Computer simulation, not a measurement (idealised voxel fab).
Documented hereafter: the process module known as voxel self aligned contacts.
This is section cut - it's 295 nm across, gridded in 5 nm square cells.
Heads up, the way a cross-section reads in here is a grid of square cells, handed over as bands from the top down, with every band being one or more rows of cells.
The band entry comprises the height of the band's top followed by the height of its bottom, expressed in nm, and subsequently the band's materials from left to right, each stated together with its width in nm. Where a single material is marked with the word "all across", that material fills the band from edge to edge. The word "air" represents empty space.
Basically, 0 is our baseline, since under it the wafer straight out of the box is all one material. The bottom band has no lower end and keeps on going down, so it looks like "0 nm and below".
Per-row width for "30 to 40": begins at first number (top row of band), ends at second number (bottom row), increment between rows held constant.
Key: "left unchanged" - step with no changed cell in the cross-section.
The entry "Fully sealed cavities" lists the empty spaces that cover at least 8 cells and have no open path to the top. Each is written as width x height at distance, where the distance is measured from the left edge and all three values are in nm.
That trailing text on a step's line, after the settings, is the simulator's own remark on the step.
overlay nm: how far to the right of its planned place the mask lay on this masked step (negative: to the left).

THE PLANNED PROCESS STEPS ARE ENUMERATED HEREUNDER
1 RECEIVE | material Si
2 CONFORMAL_DEP | material SiO2 | thk nm 5
3 DIRECTIONAL_DEP | material polySi | thk nm 20
4 DIRECTIONAL_DEP | material SiN | thk nm 20
5 DIRECTIONAL_DEP | material aC | thk nm 10
6 PATTERN | tone cover | mask id GATE | material resist | width nm 30 | pitch nm 75 | thk nm 25 | overlay nm 0
7 DIRECTIONAL_ETCH | etch materials aC | depth nm 10
8 STRIP | etch materials resist
9 DIRECTIONAL_ETCH | etch materials SiN | depth nm 20
10 DIRECTIONAL_ETCH | etch materials polySi | depth nm 20
11 STRIP | etch materials aC
12 CONFORMAL_DEP | material SiN | thk nm 10
13 DIRECTIONAL_ETCH | etch materials SiN | depth nm 10
14 FILL_DEP | material SiO2 | thk nm 20
15 CMP | height nm 55
16 DIRECTIONAL_DEP | material aC | thk nm 15
17 PATTERN | tone open | mask id CONTACT | material resist | width nm 55 | thk nm 30 | overlay nm 0
18 DIRECTIONAL_ETCH | etch materials aC | depth nm 15
19 STRIP | etch materials resist
20 DIRECTIONAL_ETCH | etch materials SiO2 | depth nm 55
21 STRIP | etch materials aC
22 CONFORMAL_DEP | material TiN | thk nm 5
23 FILL_DEP | material W | thk nm 5
24 CMP | height nm 55
25 CONFORMAL_DEP | material SiN | thk nm 5

ON THE FIRST OF THE TWO WAFERS: RUN CONDUCTED ACCORDING TO PLAN

CROSS-SECTION OF THE WAFER UPON ARRIVAL, REPRESENTING THE STATE REACHED AFTER STEP 1
0 nm and below = Si all across
Fully sealed cavities: none

AFTER STEP 2, IN CROSS-SECTION
5 nm to 0 nm = SiO2 all across
Below 0, the layers are the same as they were.

AFTER STEP 3, IN CROSS-SECTION
25 nm to 5 nm = polySi all across
Below 5, the layers are the same as they were.

AFTER STEP 4, IN CROSS-SECTION
45 nm to 25 nm = SiN all across
Below 25, the layers are the same as they were.

AFTER STEP 5, IN CROSS-SECTION
55 nm to 45 nm = aC all across
Below 45, the layers are the same as they were.

AFTER STEP 6, IN CROSS-SECTION
80 nm to 55 nm = 95 nm air | 30 nm resist | 45 nm air | 30 nm resist | 95 nm air
Below 55, the layers are the same as they were.

AFTER STEP 7, IN CROSS-SECTION
70 nm to 55 nm = 95 nm air | 30 nm resist | 45 nm air | 30 nm resist | 95 nm air
55 nm to 45 nm = 95 nm air | 30 nm aC | 45 nm air | 30 nm aC | 95 nm air
Below 45, the layers are the same as they were.

AFTER STEP 8, IN CROSS-SECTION
55 nm to 45 nm = 95 nm air | 30 nm aC | 45 nm air | 30 nm aC | 95 nm air
Below 45, the layers are the same as they were.

AFTER STEP 9, IN CROSS-SECTION
55 nm to 45 nm = 95 nm air | 30 nm aC | 45 nm air | 30 nm aC | 95 nm air
45 nm to 25 nm = 95 nm air | 30 nm SiN | 45 nm air | 30 nm SiN | 95 nm air
Below 25, the layers are the same as they were.

AFTER STEP 10, IN CROSS-SECTION
55 nm to 45 nm = 95 nm air | 30 nm aC | 45 nm air | 30 nm aC | 95 nm air
45 nm to 25 nm = 95 nm air | 30 nm SiN | 45 nm air | 30 nm SiN | 95 nm air
25 nm to 5 nm = 95 nm air | 30 nm polySi | 45 nm air | 30 nm polySi | 95 nm air
Below 5, the layers are the same as they were.

AFTER STEP 11, IN CROSS-SECTION
45 nm to 25 nm = 95 nm air | 30 nm SiN | 45 nm air | 30 nm SiN | 95 nm air
Below 25, the layers are the same as they were.

AFTER STEP 12, IN CROSS-SECTION
55 nm to 25 nm = 85 nm air | 50 nm SiN | 25 nm air | 50 nm SiN | 85 nm air
25 nm to 15 nm = 85 nm air | 10 nm SiN | 30 nm polySi | 10 nm SiN | 25 nm air | 10 nm SiN | 30 nm polySi | 10 nm SiN | 85 nm air
15 nm to 5 nm = 95 nm SiN | 30 nm polySi | 45 nm SiN | 30 nm polySi | 95 nm SiN
Below 5, the layers are the same as they were.

AFTER STEP 13, IN CROSS-SECTION
45 nm to 25 nm = 85 nm air | 50 nm SiN | 25 nm air | 50 nm SiN | 85 nm air
25 nm to 5 nm = 85 nm air | 10 nm SiN | 30 nm polySi | 10 nm SiN | 25 nm air | 10 nm SiN | 30 nm polySi | 10 nm SiN | 85 nm air
Below 5, the layers are the same as they were.

AFTER STEP 14, IN CROSS-SECTION
65 nm to 45 nm = SiO2 all across
45 nm to 25 nm = 85 nm SiO2 | 50 nm SiN | 25 nm SiO2 | 50 nm SiN | 85 nm SiO2
25 nm to 5 nm = 85 nm SiO2 | 10 nm SiN | 30 nm polySi | 10 nm SiN | 25 nm SiO2 | 10 nm SiN | 30 nm polySi | 10 nm SiN | 85 nm SiO2
Below 5, the layers are the same as they were.

AFTER STEP 15, IN CROSS-SECTION
55 nm to 45 nm = SiO2 all across
Below 45, the layers are the same as they were.

AFTER STEP 16, IN CROSS-SECTION
70 nm to 55 nm = aC all across
Below 55, the layers are the same as they were.

AFTER STEP 17, IN CROSS-SECTION
100 nm to 70 nm = 120 nm resist | 55 nm air | 120 nm resist
Below 70, the layers are the same as they were.

AFTER STEP 18, IN CROSS-SECTION
85 nm to 70 nm = 120 nm resist | 55 nm air | 120 nm resist
70 nm to 55 nm = 120 nm aC | 55 nm air | 120 nm aC
Below 55, the layers are the same as they were.

AFTER STEP 19, IN CROSS-SECTION
70 nm to 55 nm = 120 nm aC | 55 nm air | 120 nm aC
Below 55, the layers are the same as they were.

AFTER STEP 20, IN CROSS-SECTION
70 nm to 55 nm = 120 nm aC | 55 nm air | 120 nm aC
55 nm to 45 nm = 120 nm SiO2 | 55 nm air | 120 nm SiO2
45 nm to 25 nm = 85 nm SiO2 | 50 nm SiN | 25 nm air | 50 nm SiN | 85 nm SiO2
25 nm to 5 nm = 85 nm SiO2 | 10 nm SiN | 30 nm polySi | 10 nm SiN | 25 nm air | 10 nm SiN | 30 nm polySi | 10 nm SiN | 85 nm SiO2
5 nm to 0 nm = 135 nm SiO2 | 25 nm air | 135 nm SiO2
Below 0, the layers are the same as they were.

AFTER STEP 21, IN CROSS-SECTION
55 nm to 45 nm = 120 nm SiO2 | 55 nm air | 120 nm SiO2
Below 45, the layers are the same as they were.

AFTER STEP 22, IN CROSS-SECTION
60 nm to 55 nm = 125 nm TiN | 45 nm air | 125 nm TiN
55 nm to 45 nm = 120 nm SiO2 | 5 to 20 nm TiN | 45 to 15 nm air | 5 to 20 nm TiN | 120 nm SiO2
45 nm to 25 nm = 85 nm SiO2 | 50 nm SiN | 5 nm TiN | 15 nm air | 5 nm TiN | 50 nm SiN | 85 nm SiO2
25 nm to 5 nm = 85 nm SiO2 | 10 nm SiN | 30 nm polySi | 10 nm SiN | 5 nm TiN | 15 nm air | 5 nm TiN | 10 nm SiN | 30 nm polySi | 10 nm SiN | 85 nm SiO2
5 nm to 0 nm = 135 nm SiO2 | 25 nm TiN | 135 nm SiO2
Below 0, the layers are the same as they were.

AFTER STEP 23, IN CROSS-SECTION
65 nm to 60 nm = W all across
60 nm to 55 nm = 125 nm TiN | 45 nm W | 125 nm TiN
55 nm to 45 nm = 120 nm SiO2 | 5 to 20 nm TiN | 45 to 15 nm W | 5 to 20 nm TiN | 120 nm SiO2
45 nm to 25 nm = 85 nm SiO2 | 50 nm SiN | 5 nm TiN | 15 nm W | 5 nm TiN | 50 nm SiN | 85 nm SiO2
25 nm to 5 nm = 85 nm SiO2 | 10 nm SiN | 30 nm polySi | 10 nm SiN | 5 nm TiN | 15 nm W | 5 nm TiN | 10 nm SiN | 30 nm polySi | 10 nm SiN | 85 nm SiO2
Below 5, the layers are the same as they were.

AFTER STEP 24, IN CROSS-SECTION
55 nm to 45 nm = 120 nm SiO2 | 5 to 20 nm TiN | 45 to 15 nm W | 5 to 20 nm TiN | 120 nm SiO2
Below 45, the layers are the same as they were.

AFTER STEP 25, IN CROSS-SECTION
60 nm to 55 nm = SiN all across
Below 55, the layers are the same as they were.

THE SECOND WAFER BEGAN EXACTLY AS THE FIRST DID AND FOLLOWED THE SAME PLAN, BUT ONE MISTAKE WAS MADE WHILE RUNNING IT; THROUGH STEP 11 INCLUSIVE, THE TWO WAFERS ARE IDENTICAL

SECOND WAFER: CROSS-SECTION AT THE SCHEDULED END OF STEP 12
60 nm to 25 nm = 80 nm air | 60 nm SiN | 15 nm air | 60 nm SiN | 80 nm air
25 nm to 20 nm = 80 nm air | 15 nm SiN | 30 nm polySi | 15 nm SiN | 15 nm air | 15 nm SiN | 30 nm polySi | 15 nm SiN | 80 nm air
20 nm to 5 nm = 95 nm SiN | 30 nm polySi | 45 nm SiN | 30 nm polySi | 95 nm SiN
Below 5, the layers are the same as they were.

SECOND WAFER: CROSS-SECTION AT THE SCHEDULED END OF STEP 13
50 nm to 25 nm = 80 nm air | 60 nm SiN | 15 nm air | 60 nm SiN | 80 nm air
25 nm to 10 nm = 80 nm air | 15 nm SiN | 30 nm polySi | 15 nm SiN | 15 nm air | 15 nm SiN | 30 nm polySi | 15 nm SiN | 80 nm air
Below 10, the layers are the same as they were.

SECOND WAFER: CROSS-SECTION AT THE SCHEDULED END OF STEP 14
70 nm to 50 nm = SiO2 all across
50 nm to 25 nm = 80 nm SiO2 | 60 nm SiN | 15 nm SiO2 | 60 nm SiN | 80 nm SiO2
25 nm to 10 nm = 80 nm SiO2 | 15 nm SiN | 30 nm polySi | 15 nm SiN | 15 nm SiO2 | 15 nm SiN | 30 nm polySi | 15 nm SiN | 80 nm SiO2
Below 10, the layers are the same as they were.

SECOND WAFER: CROSS-SECTION AT THE SCHEDULED END OF STEP 15
55 nm to 50 nm = SiO2 all across
Below 50, the layers are the same as they were.

SECOND WAFER: CROSS-SECTION AT THE SCHEDULED END OF STEP 16
70 nm to 55 nm = aC all across
Below 55, the layers are the same as they were.

SECOND WAFER: CROSS-SECTION AT THE SCHEDULED END OF STEP 17
100 nm to 70 nm = 120 nm resist | 55 nm air | 120 nm resist
Below 70, the layers are the same as they were.

SECOND WAFER: CROSS-SECTION AT THE SCHEDULED END OF STEP 18
85 nm to 70 nm = 120 nm resist | 55 nm air | 120 nm resist
70 nm to 55 nm = 120 nm aC | 55 nm air | 120 nm aC
Below 55, the layers are the same as they were.

SECOND WAFER: CROSS-SECTION AT THE SCHEDULED END OF STEP 19
70 nm to 55 nm = 120 nm aC | 55 nm air | 120 nm aC
Below 55, the layers are the same as they were.

SECOND WAFER: CROSS-SECTION AT THE SCHEDULED END OF STEP 20
70 nm to 55 nm = 120 nm aC | 55 nm air | 120 nm aC
55 nm to 50 nm = 120 nm SiO2 | 55 nm air | 120 nm SiO2
50 nm to 25 nm = 80 nm SiO2 | 60 nm SiN | 15 nm air | 60 nm SiN | 80 nm SiO2
25 nm to 10 nm = 80 nm SiO2 | 15 nm SiN | 30 nm polySi | 15 nm SiN | 15 nm air | 15 nm SiN | 30 nm polySi | 15 nm SiN | 80 nm SiO2
Below 10, the layers are the same as they were.

SECOND WAFER: CROSS-SECTION AT THE SCHEDULED END OF STEP 21
55 nm to 50 nm = 120 nm SiO2 | 55 nm air | 120 nm SiO2
Below 50, the layers are the same as they were.

SECOND WAFER: CROSS-SECTION AT THE SCHEDULED END OF STEP 22
60 nm to 55 nm = 125 nm TiN | 45 nm air | 125 nm TiN
55 nm to 50 nm = 120 nm SiO2 | 25 nm TiN | 5 nm air | 25 nm TiN | 120 nm SiO2
50 nm to 25 nm = 80 nm SiO2 | 60 nm SiN | 5 nm TiN | 5 nm air | 5 nm TiN | 60 nm SiN | 80 nm SiO2
25 nm to 15 nm = 80 nm SiO2 | 15 nm SiN | 30 nm polySi | 15 nm SiN | 5 nm TiN | 5 nm air | 5 nm TiN | 15 nm SiN | 30 nm polySi | 15 nm SiN | 80 nm SiO2
15 nm to 10 nm = 80 nm SiO2 | 15 nm SiN | 30 nm polySi | 15 nm SiN | 15 nm TiN | 15 nm SiN | 30 nm polySi | 15 nm SiN | 80 nm SiO2
Below 10, the layers are the same as they were.

SECOND WAFER: CROSS-SECTION AT THE SCHEDULED END OF STEP 23
65 nm to 60 nm = W all across
60 nm to 55 nm = 125 nm TiN | 45 nm W | 125 nm TiN
55 nm to 50 nm = 120 nm SiO2 | 25 nm TiN | 5 nm W | 25 nm TiN | 120 nm SiO2
50 nm to 25 nm = 80 nm SiO2 | 60 nm SiN | 5 nm TiN | 5 nm W | 5 nm TiN | 60 nm SiN | 80 nm SiO2
25 nm to 15 nm = 80 nm SiO2 | 15 nm SiN | 30 nm polySi | 15 nm SiN | 5 nm TiN | 5 nm W | 5 nm TiN | 15 nm SiN | 30 nm polySi | 15 nm SiN | 80 nm SiO2
Below 15, the layers are the same as they were.

SECOND WAFER: CROSS-SECTION AT THE SCHEDULED END OF STEP 24
55 nm to 50 nm = 120 nm SiO2 | 25 nm TiN | 5 nm W | 25 nm TiN | 120 nm SiO2
Below 50, the layers are the same as they were.

SECOND WAFER: CROSS-SECTION AT THE SCHEDULED END OF STEP 25
60 nm to 55 nm = SiN all across
Below 55, the layers are the same as they were.
Run error: so step 12 ended up running with a different setting than we planned, it ran as CONFORMAL_DEP | material SiN | thk nm 15
At the finish, the second wafer shows more or fewer cells for some materials than the first does: SiN +91; SiO2 -59; TiN -4; W -28
